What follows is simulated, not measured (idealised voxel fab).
Process module, titled voxel transistor to metal
For reference, the cross-section in this document is cut, with width 295 nm and square cells of 5 nm.
This document writes a cross-section as a grid whose cells are square, and gives it as bands, listed from the top down; one or more rows of cells form a band.
Quick guide to a band line: top height, bottom height (nm) up front; then every material left to right with its width in nm. Only one material and it's marked "edge to edge"? Then it fills the band edge to edge. And "blank" just means empty space.
Basically, 0 is our baseline, since under it the wafer straight out of the box is all one material. The bottom band has no lower end and keeps on going down, so it looks like "z 0 and below".
A two-number width, for instance "30 to 40", indicates that the width is equal to the first number in the top row of the band and to the second number in the bottom row, and that it changes by a constant amount per row of cells.
"everything unchanged" for a step: no cell of the cross-section changed in that step.
In the "Closed voids list" entry, you get each enclosed empty space of 8 cells or more, one with no open way to the top, written width x height at distance, distance from the left edge, in nm.
Read whatever lies past the settings on a step's line as the simulator's own remark about the step.
overlay nm: right-of-plan distance of the mask on a masked step; negative values mean left-of-plan.

[Listed below are the process steps as planned]
step 1: RECEIVE with material Si
step 2: OXIDIZE with depth nm 5
step 3: CONFORMAL_DEP with material SiN, thk nm 15
step 4: DIRECTIONAL_DEP with material aC, thk nm 10
step 5: PATTERN with tone cover, mask id ACTIVE, material resist, width nm 95, pitch nm 125, thk nm 30, overlay nm 0
step 6: DIRECTIONAL_ETCH with etch materials aC, depth nm 10
step 7: STRIP with etch materials resist
step 8: DIRECTIONAL_ETCH with etch materials SiN, depth nm 15
step 9: DIRECTIONAL_ETCH with etch materials SiO2, depth nm 5
step 10: DIRECTIONAL_ETCH with etch materials Si, depth nm 35
step 11: STRIP with etch materials aC
step 12: OXIDIZE with depth nm 5
step 13: FILL_DEP with material SiO2, thk nm 15
step 14: CMP with height nm 15
step 15: SELECTIVE_ETCH with etch materials SiO2, depth nm 5
step 16: STRIP with etch materials SiN
step 17: SELECTIVE_ETCH with etch materials SiO2, depth nm 5
step 18: OXIDIZE with depth nm 5
step 19: DIRECTIONAL_DEP with material polySi, thk nm 30
step 20: DIRECTIONAL_DEP with material SiCN, thk nm 15
step 21: MASKED_ETCH with tone cover, mask id GATE, width nm 25, pitch nm 125, etch materials SiCN, depth nm 25, overlay nm 0
step 22: MASKED_ETCH with tone cover, mask id GATE, width nm 25, pitch nm 125, etch materials polySi, depth nm 40, overlay nm 0
step 23: CONFORMAL_DEP with material SiN, thk nm 5
step 24: DIRECTIONAL_ETCH with etch materials SiN, depth nm 5
step 25: DIRECTIONAL_ETCH with etch materials SiO2, depth nm 5
step 26: EPI with material nSi, thk nm 5
step 27: FILL_DEP with material SiO2, thk nm 5
step 28: CMP with height nm 40
step 29: DIRECTIONAL_DEP with material SiO2, thk nm 10
step 30: DIRECTIONAL_DEP with material aC, thk nm 10
step 31: PATTERN with tone open, mask id CONTACT, material resist, width nm 25, thk nm 30, overlay nm 0
step 32: DIRECTIONAL_ETCH with etch materials aC, depth nm 10
step 33: STRIP with etch materials resist
step 34: DIRECTIONAL_ETCH with etch materials SiO2, depth nm 55
step 35: STRIP with etch materials aC
step 36: CONFORMAL_DEP with material TiN, thk nm 5
step 37: FILL_DEP with material Ru, thk nm 10
step 38: CMP with height nm 50
step 39: DIRECTIONAL_DEP with material TiN, thk nm 5
step 40: DIRECTIONAL_DEP with material W, thk nm 15
step 41: DIRECTIONAL_DEP with material aC, thk nm 15
step 42: PATTERN with tone cover, mask id METAL_1, material resist, width nm 15, thk nm 35, overlay nm 0
step 43: DIRECTIONAL_ETCH with etch materials aC, depth nm 15
step 44: STRIP with etch materials resist
step 45: DIRECTIONAL_ETCH with etch materials W, depth nm 15
step 46: DIRECTIONAL_ETCH with etch materials TiN, depth nm 5
step 47: STRIP with etch materials aC
step 48: FILL_DEP with material SiO2, thk nm 5
step 49: CMP with height nm 70
step 50: CONFORMAL_DEP with material SiN, thk nm 5

[The first wafer of two, processed as planned]

[Cross-section of the incoming wafer, state after step 1]
  z 0 and below | Si edge to edge
  Closed voids list: none

[Cross-section of the wafer subsequent to step 2]
  z 0 to -5 | SiO2 edge to edge
  below -5: unchanged

[Cross-section of the wafer subsequent to step 3]
  z 15 to 0 | SiN edge to edge
  below 0: unchanged

[Cross-section of the wafer subsequent to step 4]
  z 25 to 15 | aC edge to edge
  below 15: unchanged

[Cross-section of the wafer subsequent to step 5]
  z 55 to 25 | blank 35 nm / resist 95 nm / blank 30 nm / resist 95 nm / blank 40 nm
  below 25: unchanged

[Cross-section of the wafer subsequent to step 6]
  z 45 to 25 | blank 35 nm / resist 95 nm / blank 30 nm / resist 95 nm / blank 40 nm
  z 25 to 15 | blank 35 nm / aC 95 nm / blank 30 nm / aC 95 nm / blank 40 nm
  below 15: unchanged

[Cross-section of the wafer subsequent to step 7]
  z 25 to 15 | blank 35 nm / aC 95 nm / blank 30 nm / aC 95 nm / blank 40 nm
  below 15: unchanged

[Cross-section of the wafer subsequent to step 8]
  z 25 to 15 | blank 35 nm / aC 95 nm / blank 30 nm / aC 95 nm / blank 40 nm
  z 15 to 0 | blank 35 nm / SiN 95 nm / blank 30 nm / SiN 95 nm / blank 40 nm
  below 0: unchanged

[Cross-section of the wafer subsequent to step 9]
  z 25 to 15 | blank 35 nm / aC 95 nm / blank 30 nm / aC 95 nm / blank 40 nm
  z 15 to 0 | blank 35 nm / SiN 95 nm / blank 30 nm / SiN 95 nm / blank 40 nm
  z 0 to -5 | blank 35 nm / SiO2 95 nm / blank 30 nm / SiO2 95 nm / blank 40 nm
  below -5: unchanged

[Cross-section of the wafer subsequent to step 10]
  z 25 to 15 | blank 35 nm / aC 95 nm / blank 30 nm / aC 95 nm / blank 40 nm
  z 15 to 0 | blank 35 nm / SiN 95 nm / blank 30 nm / SiN 95 nm / blank 40 nm
  z 0 to -5 | blank 35 nm / SiO2 95 nm / blank 30 nm / SiO2 95 nm / blank 40 nm
  z -5 to -40 | blank 35 nm / Si 95 nm / blank 30 nm / Si 95 nm / blank 40 nm
  below -40: unchanged

[Cross-section of the wafer subsequent to step 11]
  z 15 to 0 | blank 35 nm / SiN 95 nm / blank 30 nm / SiN 95 nm / blank 40 nm
  below 0: unchanged

[Cross-section of the wafer subsequent to step 12]
  z 15 to 0 | blank 35 nm / SiN 95 nm / blank 30 nm / SiN 95 nm / blank 40 nm
  z 0 to -5 | blank 35 nm / SiO2 95 nm / blank 30 nm / SiO2 95 nm / blank 40 nm
  z -5 to -40 | blank 35 nm / SiO2 5 nm / Si 85 nm / SiO2 5 nm / blank 30 nm / SiO2 5 nm / Si 85 nm / SiO2 5 nm / blank 40 nm
  z -40 to -45 | SiO2 40 nm / Si 85 nm / SiO2 40 nm / Si 85 nm / SiO2 45 nm
  below -45: unchanged

[Cross-section of the wafer subsequent to step 13]
  z 30 to 15 | SiO2 edge to edge
  z 15 to 0 | SiO2 35 nm / SiN 95 nm / SiO2 30 nm / SiN 95 nm / SiO2 40 nm
  z 0 to -5 | SiO2 edge to edge
  z -5 to -45 | SiO2 40 nm / Si 85 nm / SiO2 40 nm / Si 85 nm / SiO2 45 nm
  below -45: unchanged

[Cross-section of the wafer subsequent to step 14]
  z 15 to 0 | SiO2 35 nm / SiN 95 nm / SiO2 30 nm / SiN 95 nm / SiO2 40 nm
  below 0: unchanged

[Cross-section of the wafer subsequent to step 15]
  z 15 to 10 | blank 35 nm / SiN 95 nm / blank 30 nm / SiN 95 nm / blank 40 nm
  below 10: unchanged

[Cross-section of the wafer subsequent to step 16]
  z 10 to 0 | SiO2 35 nm / blank 95 nm / SiO2 30 nm / blank 95 nm / SiO2 40 nm
  below 0: unchanged

[Cross-section of the wafer subsequent to step 17]
  z 5 to -5 | SiO2 30 nm / blank 105 nm / SiO2 20 nm / blank 105 nm / SiO2 35 nm
  below -5: unchanged

[Cross-section of the wafer subsequent to step 18]
  z 5 to -5 | SiO2 30 nm / blank 105 nm / SiO2 20 nm / blank 105 nm / SiO2 35 nm
  z -5 to -10 | SiO2 edge to edge
  below -10: unchanged

[Cross-section of the wafer subsequent to step 19]
  z 35 to 25 | polySi 30 nm / blank 105 nm / polySi 20 nm / blank 105 nm / polySi 35 nm
  z 25 to 5 | polySi edge to edge
  z 5 to -5 | SiO2 30 nm / polySi 105 nm / SiO2 20 nm / polySi 105 nm / SiO2 35 nm
  below -5: unchanged

[Cross-section of the wafer subsequent to step 20]
  z 50 to 40 | SiCN 30 nm / blank 105 nm / SiCN 20 nm / blank 105 nm / SiCN 35 nm
  z 40 to 35 | SiCN edge to edge
  z 35 to 25 | polySi 30 nm / SiCN 105 nm / polySi 20 nm / SiCN 105 nm / polySi 35 nm
  below 25: unchanged

[Cross-section of the wafer subsequent to step 21]
  z 40 to 35 | blank 70 nm / SiCN 25 nm / blank 100 nm / SiCN 25 nm / blank 75 nm
  z 35 to 25 | polySi 30 nm / blank 40 nm / SiCN 25 nm / blank 40 nm / polySi 20 nm / blank 40 nm / SiCN 25 nm / blank 40 nm / polySi 35 nm
  below 25: unchanged

[Cross-section of the wafer subsequent to step 22]
  z 40 to 25 | blank 70 nm / SiCN 25 nm / blank 100 nm / SiCN 25 nm / blank 75 nm
  z 25 to 5 | blank 70 nm / polySi 25 nm / blank 100 nm / polySi 25 nm / blank 75 nm
  z 5 to -5 | SiO2 30 nm / blank 40 nm / polySi 25 nm / blank 40 nm / SiO2 20 nm / blank 40 nm / polySi 25 nm / blank 40 nm / SiO2 35 nm
  below -5: unchanged

[Cross-section of the wafer subsequent to step 23]
  z 45 to 40 | blank 65 nm / SiN 35 nm / blank 90 nm / SiN 35 nm / blank 70 nm
  z 40 to 25 | blank 65 nm / SiN 5 nm / SiCN 25 nm / SiN 5 nm / blank 90 nm / SiN 5 nm / SiCN 25 nm / SiN 5 nm / blank 70 nm
  z 25 to 10 | blank 65 nm / SiN 5 nm / polySi 25 nm / SiN 5 nm / blank 90 nm / SiN 5 nm / polySi 25 nm / SiN 5 nm / blank 70 nm
  z 10 to 5 | SiN 35 nm / blank 30 nm / SiN 5 nm / polySi 25 nm / SiN 5 nm / blank 30 nm / SiN 30 nm / blank 30 nm / SiN 5 nm / polySi 25 nm / SiN 5 nm / blank 30 nm / SiN 40 nm
  z 5 to 0 | SiO2 30 nm / SiN 5 nm / blank 30 nm / SiN 5 nm / polySi 25 nm / SiN 5 nm / blank 30 nm / SiN 5 nm / SiO2 20 nm / SiN 5 nm / blank 30 nm / SiN 5 nm / polySi 25 nm / SiN 5 nm / blank 30 nm / SiN 5 nm / SiO2 35 nm
  z 0 to -5 | SiO2 30 nm / SiN 40 nm / polySi 25 nm / SiN 40 nm / SiO2 20 nm / SiN 40 nm / polySi 25 nm / SiN 40 nm / SiO2 35 nm
  below -5: unchanged

[Cross-section of the wafer subsequent to step 24]
  z 40 to 25 | blank 65 nm / SiN 5 nm / SiCN 25 nm / SiN 5 nm / blank 90 nm / SiN 5 nm / SiCN 25 nm / SiN 5 nm / blank 70 nm
  z 25 to 5 | blank 65 nm / SiN 5 nm / polySi 25 nm / SiN 5 nm / blank 90 nm / SiN 5 nm / polySi 25 nm / SiN 5 nm / blank 70 nm
  z 5 to -5 | SiO2 30 nm / SiN 5 nm / blank 30 nm / SiN 5 nm / polySi 25 nm / SiN 5 nm / blank 30 nm / SiN 5 nm / SiO2 20 nm / SiN 5 nm / blank 30 nm / SiN 5 nm / polySi 25 nm / SiN 5 nm / blank 30 nm / SiN 5 nm / SiO2 35 nm
  below -5: unchanged

[Cross-section of the wafer subsequent to step 25]
  z 40 to 25 | blank 65 nm / SiN 5 nm / SiCN 25 nm / SiN 5 nm / blank 90 nm / SiN 5 nm / SiCN 25 nm / SiN 5 nm / blank 70 nm
  z 25 to 5 | blank 65 nm / SiN 5 nm / polySi 25 nm / SiN 5 nm / blank 90 nm / SiN 5 nm / polySi 25 nm / SiN 5 nm / blank 70 nm
  z 5 to 0 | blank 30 nm / SiN 5 nm / blank 30 nm / SiN 5 nm / polySi 25 nm / SiN 5 nm / blank 30 nm / SiN 5 nm / blank 20 nm / SiN 5 nm / blank 30 nm / SiN 5 nm / polySi 25 nm / SiN 5 nm / blank 30 nm / SiN 5 nm / blank 35 nm
  z 0 to -5 | SiO2 30 nm / SiN 5 nm / blank 30 nm / SiN 5 nm / polySi 25 nm / SiN 5 nm / blank 30 nm / SiN 5 nm / SiO2 20 nm / SiN 5 nm / blank 30 nm / SiN 5 nm / polySi 25 nm / SiN 5 nm / blank 30 nm / SiN 5 nm / SiO2 35 nm
  z -5 to -10 | SiO2 35 nm / blank 30 nm / SiO2 35 nm / blank 30 nm / SiO2 30 nm / blank 30 nm / SiO2 35 nm / blank 30 nm / SiO2 40 nm
  below -10: unchanged

[Cross-section of the wafer subsequent to step 26]
  z 40 to 25 | blank 65 nm / SiN 5 nm / SiCN 25 nm / SiN 5 nm / blank 90 nm / SiN 5 nm / SiCN 25 nm / SiN 5 nm / blank 70 nm
  z 25 to 5 | blank 65 nm / SiN 5 nm / polySi 25 nm / SiN 5 nm / blank 90 nm / SiN 5 nm / polySi 25 nm / SiN 5 nm / blank 70 nm
  z 5 to 0 | blank 30 nm / SiN 5 nm / blank 30 nm / SiN 5 nm / polySi 25 nm / SiN 5 nm / blank 30 nm / SiN 5 nm / blank 20 nm / SiN 5 nm / blank 30 nm / SiN 5 nm / polySi 25 nm / SiN 5 nm / blank 30 nm / SiN 5 nm / blank 35 nm
  z 0 to -5 | SiO2 30 nm / SiN 5 nm / blank 30 nm / SiN 5 nm / polySi 25 nm / SiN 5 nm / blank 30 nm / SiN 5 nm / SiO2 20 nm / SiN 5 nm / blank 30 nm / SiN 5 nm / polySi 25 nm / SiN 5 nm / blank 30 nm / SiN 5 nm / SiO2 35 nm
  z -5 to -10 | SiO2 35 nm / nSi 30 nm / SiO2 35 nm / nSi 30 nm / SiO2 30 nm / nSi 30 nm / SiO2 35 nm / nSi 30 nm / SiO2 40 nm
  below -10: unchanged

[Cross-section of the wafer subsequent to step 27]
  z 45 to 40 | SiO2 edge to edge
  z 40 to 25 | SiO2 65 nm / SiN 5 nm / SiCN 25 nm / SiN 5 nm / SiO2 90 nm / SiN 5 nm / SiCN 25 nm / SiN 5 nm / SiO2 70 nm
  z 25 to 5 | SiO2 65 nm / SiN 5 nm / polySi 25 nm / SiN 5 nm / SiO2 90 nm / SiN 5 nm / polySi 25 nm / SiN 5 nm / SiO2 70 nm
  z 5 to -5 | SiO2 30 nm / SiN 5 nm / SiO2 30 nm / SiN 5 nm / polySi 25 nm / SiN 5 nm / SiO2 30 nm / SiN 5 nm / SiO2 20 nm / SiN 5 nm / SiO2 30 nm / SiN 5 nm / polySi 25 nm / SiN 5 nm / SiO2 30 nm / SiN 5 nm / SiO2 35 nm
  below -5: unchanged

[Cross-section of the wafer subsequent to step 28]
  z 40 to 25 | SiO2 65 nm / SiN 5 nm / SiCN 25 nm / SiN 5 nm / SiO2 90 nm / SiN 5 nm / SiCN 25 nm / SiN 5 nm / SiO2 70 nm
  below 25: unchanged

[Cross-section of the wafer subsequent to step 29]
  z 50 to 40 | SiO2 edge to edge
  below 40: unchanged

[Cross-section of the wafer subsequent to step 30]
  z 60 to 50 | aC edge to edge
  below 50: unchanged

[Cross-section of the wafer subsequent to step 31]
  z 90 to 60 | resist 40 nm / blank 25 nm / resist 35 nm / blank 25 nm / resist 40 nm / blank 25 nm / resist 35 nm / blank 25 nm / resist 45 nm
  below 60: unchanged

[Cross-section of the wafer subsequent to step 32]
  z 80 to 60 | resist 40 nm / blank 25 nm / resist 35 nm / blank 25 nm / resist 40 nm / blank 25 nm / resist 35 nm / blank 25 nm / resist 45 nm
  z 60 to 50 | aC 40 nm / blank 25 nm / aC 35 nm / blank 25 nm / aC 40 nm / blank 25 nm / aC 35 nm / blank 25 nm / aC 45 nm
  below 50: unchanged

[Cross-section of the wafer subsequent to step 33]
  z 60 to 50 | aC 40 nm / blank 25 nm / aC 35 nm / blank 25 nm / aC 40 nm / blank 25 nm / aC 35 nm / blank 25 nm / aC 45 nm
  below 50: unchanged

[Cross-section of the wafer subsequent to step 34]
  z 60 to 50 | aC 40 nm / blank 25 nm / aC 35 nm / blank 25 nm / aC 40 nm / blank 25 nm / aC 35 nm / blank 25 nm / aC 45 nm
  z 50 to 40 | SiO2 40 nm / blank 25 nm / SiO2 35 nm / blank 25 nm / SiO2 40 nm / blank 25 nm / SiO2 35 nm / blank 25 nm / SiO2 45 nm
  z 40 to 25 | SiO2 40 nm / blank 25 nm / SiN 5 nm / SiCN 25 nm / SiN 5 nm / blank 25 nm / SiO2 40 nm / blank 25 nm / SiN 5 nm / SiCN 25 nm / SiN 5 nm / blank 25 nm / SiO2 45 nm
  z 25 to 5 | SiO2 40 nm / blank 25 nm / SiN 5 nm / polySi 25 nm / SiN 5 nm / blank 25 nm / SiO2 40 nm / blank 25 nm / SiN 5 nm / polySi 25 nm / SiN 5 nm / blank 25 nm / SiO2 45 nm
  z 5 to -5 | SiO2 30 nm / SiN 5 nm / SiO2 5 nm / blank 25 nm / SiN 5 nm / polySi 25 nm / SiN 5 nm / blank 25 nm / SiO2 5 nm / SiN 5 nm / SiO2 20 nm / SiN 5 nm / SiO2 5 nm / blank 25 nm / SiN 5 nm / polySi 25 nm / SiN 5 nm / blank 25 nm / SiO2 5 nm / SiN 5 nm / SiO2 35 nm
  below -5: unchanged

[Cross-section of the wafer subsequent to step 35]
  z 50 to 40 | SiO2 40 nm / blank 25 nm / SiO2 35 nm / blank 25 nm / SiO2 40 nm / blank 25 nm / SiO2 35 nm / blank 25 nm / SiO2 45 nm
  below 40: unchanged

[Cross-section of the wafer subsequent to step 36]
  z 55 to 50 | TiN 45 nm / blank 15 nm / TiN 45 nm / blank 15 nm / TiN 50 nm / blank 15 nm / TiN 45 nm / blank 15 nm / TiN 50 nm
  z 50 to 40 | SiO2 40 nm / TiN 5 nm / blank 15 nm / TiN 5 nm / SiO2 35 nm / TiN 5 nm / blank 15 nm / TiN 5 nm / SiO2 40 nm / TiN 5 nm / blank 15 nm / TiN 5 nm / SiO2 35 nm / TiN 5 nm / blank 15 nm / TiN 5 nm / SiO2 45 nm
  z 40 to 25 | SiO2 40 nm / TiN 5 nm / blank 15 nm / TiN 5 nm / SiN 5 nm / SiCN 25 nm / SiN 5 nm / TiN 5 nm / blank 15 nm / TiN 5 nm / SiO2 40 nm / TiN 5 nm / blank 15 nm / TiN 5 nm / SiN 5 nm / SiCN 25 nm / SiN 5 nm / TiN 5 nm / blank 15 nm / TiN 5 nm / SiO2 45 nm
  z 25 to 5 | SiO2 40 nm / TiN 5 nm / blank 15 nm / TiN 5 nm / SiN 5 nm / polySi 25 nm / SiN 5 nm / TiN 5 nm / blank 15 nm / TiN 5 nm / SiO2 40 nm / TiN 5 nm / blank 15 nm / TiN 5 nm / SiN 5 nm / polySi 25 nm / SiN 5 nm / TiN 5 nm / blank 15 nm / TiN 5 nm / SiO2 45 nm
  z 5 to 0 | SiO2 30 nm / SiN 5 nm / SiO2 5 nm / TiN 5 nm / blank 15 nm / TiN 5 nm / SiN 5 nm / polySi 25 nm / SiN 5 nm / TiN 5 nm / blank 15 nm / TiN 5 nm / SiO2 5 nm / SiN 5 nm / SiO2 20 nm / SiN 5 nm / SiO2 5 nm / TiN 5 nm / blank 15 nm / TiN 5 nm / SiN 5 nm / polySi 25 nm / SiN 5 nm / TiN 5 nm / blank 15 nm / TiN 5 nm / SiO2 5 nm / SiN 5 nm / SiO2 35 nm
  z 0 to -5 | SiO2 30 nm / SiN 5 nm / SiO2 5 nm / TiN 25 nm / SiN 5 nm / polySi 25 nm / SiN 5 nm / TiN 25 nm / SiO2 5 nm / SiN 5 nm / SiO2 20 nm / SiN 5 nm / SiO2 5 nm / TiN 25 nm / SiN 5 nm / polySi 25 nm / SiN 5 nm / TiN 25 nm / SiO2 5 nm / SiN 5 nm / SiO2 35 nm
  below -5: unchanged

[Cross-section of the wafer subsequent to step 37]
  z 65 to 55 | Ru edge to edge
  z 55 to 50 | TiN 45 nm / Ru 15 nm / TiN 45 nm / Ru 15 nm / TiN 50 nm / Ru 15 nm / TiN 45 nm / Ru 15 nm / TiN 50 nm
  z 50 to 40 | SiO2 40 nm / TiN 5 nm / Ru 15 nm / TiN 5 nm / SiO2 35 nm / TiN 5 nm / Ru 15 nm / TiN 5 nm / SiO2 40 nm / TiN 5 nm / Ru 15 nm / TiN 5 nm / SiO2 35 nm / TiN 5 nm / Ru 15 nm / TiN 5 nm / SiO2 45 nm
  z 40 to 25 | SiO2 40 nm / TiN 5 nm / Ru 15 nm / TiN 5 nm / SiN 5 nm / SiCN 25 nm / SiN 5 nm / TiN 5 nm / Ru 15 nm / TiN 5 nm / SiO2 40 nm / TiN 5 nm / Ru 15 nm / TiN 5 nm / SiN 5 nm / SiCN 25 nm / SiN 5 nm / TiN 5 nm / Ru 15 nm / TiN 5 nm / SiO2 45 nm
  z 25 to 5 | SiO2 40 nm / TiN 5 nm / Ru 15 nm / TiN 5 nm / SiN 5 nm / polySi 25 nm / SiN 5 nm / TiN 5 nm / Ru 15 nm / TiN 5 nm / SiO2 40 nm / TiN 5 nm / Ru 15 nm / TiN 5 nm / SiN 5 nm / polySi 25 nm / SiN 5 nm / TiN 5 nm / Ru 15 nm / TiN 5 nm / SiO2 45 nm
  z 5 to 0 | SiO2 30 nm / SiN 5 nm / SiO2 5 nm / TiN 5 nm / Ru 15 nm / TiN 5 nm / SiN 5 nm / polySi 25 nm / SiN 5 nm / TiN 5 nm / Ru 15 nm / TiN 5 nm / SiO2 5 nm / SiN 5 nm / SiO2 20 nm / SiN 5 nm / SiO2 5 nm / TiN 5 nm / Ru 15 nm / TiN 5 nm / SiN 5 nm / polySi 25 nm / SiN 5 nm / TiN 5 nm / Ru 15 nm / TiN 5 nm / SiO2 5 nm / SiN 5 nm / SiO2 35 nm
  below 0: unchanged

[Cross-section of the wafer subsequent to step 38]
  z 50 to 40 | SiO2 40 nm / TiN 5 nm / Ru 15 nm / TiN 5 nm / SiO2 35 nm / TiN 5 nm / Ru 15 nm / TiN 5 nm / SiO2 40 nm / TiN 5 nm / Ru 15 nm / TiN 5 nm / SiO2 35 nm / TiN 5 nm / Ru 15 nm / TiN 5 nm / SiO2 45 nm
  below 40: unchanged

[Cross-section of the wafer subsequent to step 39]
  z 55 to 50 | TiN edge to edge
  below 50: unchanged

[Cross-section of the wafer subsequent to step 40]
  z 70 to 55 | W edge to edge
  below 55: unchanged

[Cross-section of the wafer subsequent to step 41]
  z 85 to 70 | aC edge to edge
  below 70: unchanged

[Cross-section of the wafer subsequent to step 42]
  z 120 to 85 | blank 40 nm / resist 15 nm / blank 55 nm / resist 15 nm / blank 40 nm / resist 15 nm / blank 55 nm / resist 15 nm / blank 45 nm
  below 85: unchanged

[Cross-section of the wafer subsequent to step 43]
  z 105 to 85 | blank 40 nm / resist 15 nm / blank 55 nm / resist 15 nm / blank 40 nm / resist 15 nm / blank 55 nm / resist 15 nm / blank 45 nm
  z 85 to 70 | blank 40 nm / aC 15 nm / blank 55 nm / aC 15 nm / blank 40 nm / aC 15 nm / blank 55 nm / aC 15 nm / blank 45 nm
  below 70: unchanged

[Cross-section of the wafer subsequent to step 44]
  z 85 to 70 | blank 40 nm / aC 15 nm / blank 55 nm / aC 15 nm / blank 40 nm / aC 15 nm / blank 55 nm / aC 15 nm / blank 45 nm
  below 70: unchanged

[Cross-section of the wafer subsequent to step 45]
  z 85 to 70 | blank 40 nm / aC 15 nm / blank 55 nm / aC 15 nm / blank 40 nm / aC 15 nm / blank 55 nm / aC 15 nm / blank 45 nm
  z 70 to 55 | blank 40 nm / W 15 nm / blank 55 nm / W 15 nm / blank 40 nm / W 15 nm / blank 55 nm / W 15 nm / blank 45 nm
  below 55: unchanged

[Cross-section of the wafer subsequent to step 46]
  z 85 to 70 | blank 40 nm / aC 15 nm / blank 55 nm / aC 15 nm / blank 40 nm / aC 15 nm / blank 55 nm / aC 15 nm / blank 45 nm
  z 70 to 55 | blank 40 nm / W 15 nm / blank 55 nm / W 15 nm / blank 40 nm / W 15 nm / blank 55 nm / W 15 nm / blank 45 nm
  z 55 to 50 | blank 40 nm / TiN 15 nm / blank 55 nm / TiN 15 nm / blank 40 nm / TiN 15 nm / blank 55 nm / TiN 15 nm / blank 45 nm
  below 50: unchanged

[Cross-section of the wafer subsequent to step 47]
  z 70 to 55 | blank 40 nm / W 15 nm / blank 55 nm / W 15 nm / blank 40 nm / W 15 nm / blank 55 nm / W 15 nm / blank 45 nm
  below 55: unchanged

[Cross-section of the wafer subsequent to step 48]
  z 75 to 70 | SiO2 edge to edge
  z 70 to 55 | SiO2 40 nm / W 15 nm / SiO2 55 nm / W 15 nm / SiO2 40 nm / W 15 nm / SiO2 55 nm / W 15 nm / SiO2 45 nm
  z 55 to 50 | SiO2 40 nm / TiN 15 nm / SiO2 55 nm / TiN 15 nm / SiO2 40 nm / TiN 15 nm / SiO2 55 nm / TiN 15 nm / SiO2 45 nm
  below 50: unchanged

[Cross-section of the wafer subsequent to step 49]
  z 70 to 55 | SiO2 40 nm / W 15 nm / SiO2 55 nm / W 15 nm / SiO2 40 nm / W 15 nm / SiO2 55 nm / W 15 nm / SiO2 45 nm
  below 55: unchanged

[Cross-section of the wafer subsequent to step 50]
  z 75 to 70 | SiN edge to edge
  below 70: unchanged

[Second wafer, same starting conditions and recipe as the first, one mistake in executing it, nothing differs from the first up to and including step 41]

[Second wafer profile in section, at the moment step 42 of the plan was meant to be complete]
  z 120 to 85 | blank 45 nm / resist 15 nm / blank 55 nm / resist 15 nm / blank 40 nm / resist 15 nm / blank 55 nm / resist 15 nm / blank 40 nm
  below 85: unchanged

[Second wafer profile in section, at the moment step 43 of the plan was meant to be complete]
  z 105 to 85 | blank 45 nm / resist 15 nm / blank 55 nm / resist 15 nm / blank 40 nm / resist 15 nm / blank 55 nm / resist 15 nm / blank 40 nm
  z 85 to 70 | blank 45 nm / aC 15 nm / blank 55 nm / aC 15 nm / blank 40 nm / aC 15 nm / blank 55 nm / aC 15 nm / blank 40 nm
  below 70: unchanged

[Second wafer profile in section, at the moment step 44 of the plan was meant to be complete]
  z 85 to 70 | blank 45 nm / aC 15 nm / blank 55 nm / aC 15 nm / blank 40 nm / aC 15 nm / blank 55 nm / aC 15 nm / blank 40 nm
  below 70: unchanged

[Second wafer profile in section, at the moment step 45 of the plan was meant to be complete]
  z 85 to 70 | blank 45 nm / aC 15 nm / blank 55 nm / aC 15 nm / blank 40 nm / aC 15 nm / blank 55 nm / aC 15 nm / blank 40 nm
  z 70 to 55 | blank 45 nm / W 15 nm / blank 55 nm / W 15 nm / blank 40 nm / W 15 nm / blank 55 nm / W 15 nm / blank 40 nm
  below 55: unchanged

[Second wafer profile in section, at the moment step 46 of the plan was meant to be complete]
  z 85 to 70 | blank 45 nm / aC 15 nm / blank 55 nm / aC 15 nm / blank 40 nm / aC 15 nm / blank 55 nm / aC 15 nm / blank 40 nm
  z 70 to 55 | blank 45 nm / W 15 nm / blank 55 nm / W 15 nm / blank 40 nm / W 15 nm / blank 55 nm / W 15 nm / blank 40 nm
  z 55 to 50 | blank 45 nm / TiN 15 nm / blank 55 nm / TiN 15 nm / blank 40 nm / TiN 15 nm / blank 55 nm / TiN 15 nm / blank 40 nm
  below 50: unchanged

[Second wafer profile in section, at the moment step 47 of the plan was meant to be complete]
  z 70 to 55 | blank 45 nm / W 15 nm / blank 55 nm / W 15 nm / blank 40 nm / W 15 nm / blank 55 nm / W 15 nm / blank 40 nm
  below 55: unchanged

[Second wafer profile in section, at the moment step 48 of the plan was meant to be complete]
  z 75 to 70 | SiO2 edge to edge
  z 70 to 55 | SiO2 45 nm / W 15 nm / SiO2 55 nm / W 15 nm / SiO2 40 nm / W 15 nm / SiO2 55 nm / W 15 nm / SiO2 40 nm
  z 55 to 50 | SiO2 45 nm / TiN 15 nm / SiO2 55 nm / TiN 15 nm / SiO2 40 nm / TiN 15 nm / SiO2 55 nm / TiN 15 nm / SiO2 40 nm
  below 50: unchanged

[Second wafer profile in section, at the moment step 49 of the plan was meant to be complete]
  z 70 to 55 | SiO2 45 nm / W 15 nm / SiO2 55 nm / W 15 nm / SiO2 40 nm / W 15 nm / SiO2 55 nm / W 15 nm / SiO2 40 nm
  below 55: unchanged

[Second wafer profile in section, at the moment step 50 of the plan was meant to be complete]
  z 75 to 70 | SiN edge to edge
  below 70: unchanged
Diagnosis: step 42: run off-plan, actual operation and settings PATTERN with tone cover, mask id METAL_1, material resist, width nm 15, thk nm 35, overlay nm 5
At the end, the second wafer has the same number of cells of each material as the first, but those cells sit in other places.
